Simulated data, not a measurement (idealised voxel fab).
Process module heading - voxel ribs on slabs
Cross-section cut spans 265 nm and uses square cells 5 nm in size.
How to read a cross-section here: the picture is a grid of square cells, written as bands going from the top down, and any band can span one or more rows of cells.
What a band's entry tells you: where the top is and where the bottom is, as heights in nm, and after that what lies inside, material by material from left to right, each with its width in nm. Empty space is written as the word "empty", and a single material marked with the word "throughout" occupies the band from edge to edge.
Heights are reckoned from 0. Under this level, the received wafer is all of one material. The bottommost band is open-ended downward, for example "0..down".
Width: "30..40" (first number = top row, second number = bottom row, same change from row to row of cells).
Step marked "no change"? Then no cell in the cross-section changed in it.
So "Fully enclosed voids" is basically the list of trapped voids: any empty space of 8 cells or more that can't reach the top through an opening. They're written width x height at distance, the distance being from the left edge, and it's all nm.
Read whatever lies past the settings on a step's line as the simulator's own remark about the step.
What "overlay nm" on a step's line means: if the step has a mask, that mask lay this far to the right of its planned place, or, when the value is negative, to the left.
-- Planned process steps
1: RECEIVE, material Si
2: DIRECTIONAL_DEP, material SiO2, thk nm 20
3: DIRECTIONAL_DEP, material SiN, thk nm 25
4: PATTERN, tone cover, mask id RIB, material resist, width nm 15, thk nm 15, overlay nm 0
5: DIRECTIONAL_ETCH, etch materials SiN, depth nm 15
6: STRIP, etch materials resist
7: MASKED_ETCH, tone cover, mask id SLAB, width nm 65, etch materials SiN, depth nm 10, overlay nm 0
8: FILL_DEP, material SiO2, thk nm 30
9: CMP, height nm 65
10: DIRECTIONAL_DEP, material W, thk nm 5
11: DIRECTIONAL_DEP, material aC, thk nm 10
12: PATTERN, tone cover, mask id HEATER, material resist, width nm 25, thk nm 25, overlay nm 0
13: DIRECTIONAL_ETCH, etch materials aC, depth nm 10
14: STRIP, etch materials resist
15: DIRECTIONAL_ETCH, etch materials W, depth nm 5
16: STRIP, etch materials aC
17: CONFORMAL_DEP, material SiN, thk nm 10
-- Cross-section of the wafer upon arrival, representing the state reached after step 1
    0..down = Si throughout
    Fully enclosed voids: none
-- Wafer cross-section at module end: first of two, run to plan
    80..75 = empty 110 nm / SiN 45 nm / empty 110 nm
    75..70 = SiN throughout
    70..65 = SiN 120 nm / W 25 nm / SiN 120 nm
    65..45 = SiO2 throughout
    45..30 = SiO2 125 nm / SiN 15 nm / SiO2 125 nm
    30..20 = SiO2 100 nm / SiN 65 nm / SiO2 100 nm
    20..0 = SiO2 throughout
    0..down = Si throughout
    Fully enclosed voids: none
-- Same start, same plan as the first wafer - but one mistake in the run. Cross-section of the second of the two at the end of the module
    80..75 = empty 110 nm / SiN 45 nm / empty 110 nm
    75..70 = SiN throughout
    70..65 = SiN 120 nm / W 25 nm / SiN 120 nm
    65..25 = SiO2 throughout
    25..0 = SiN throughout
    0..down = Si throughout
    Fully enclosed voids: none
Finding, execution versus plan: step 3 occupied the plan position of step 2, and the converse holds as well
End check, counted in cells, second wafer has more or fewer of these materials than the first: +230 SiN; -230 SiO2
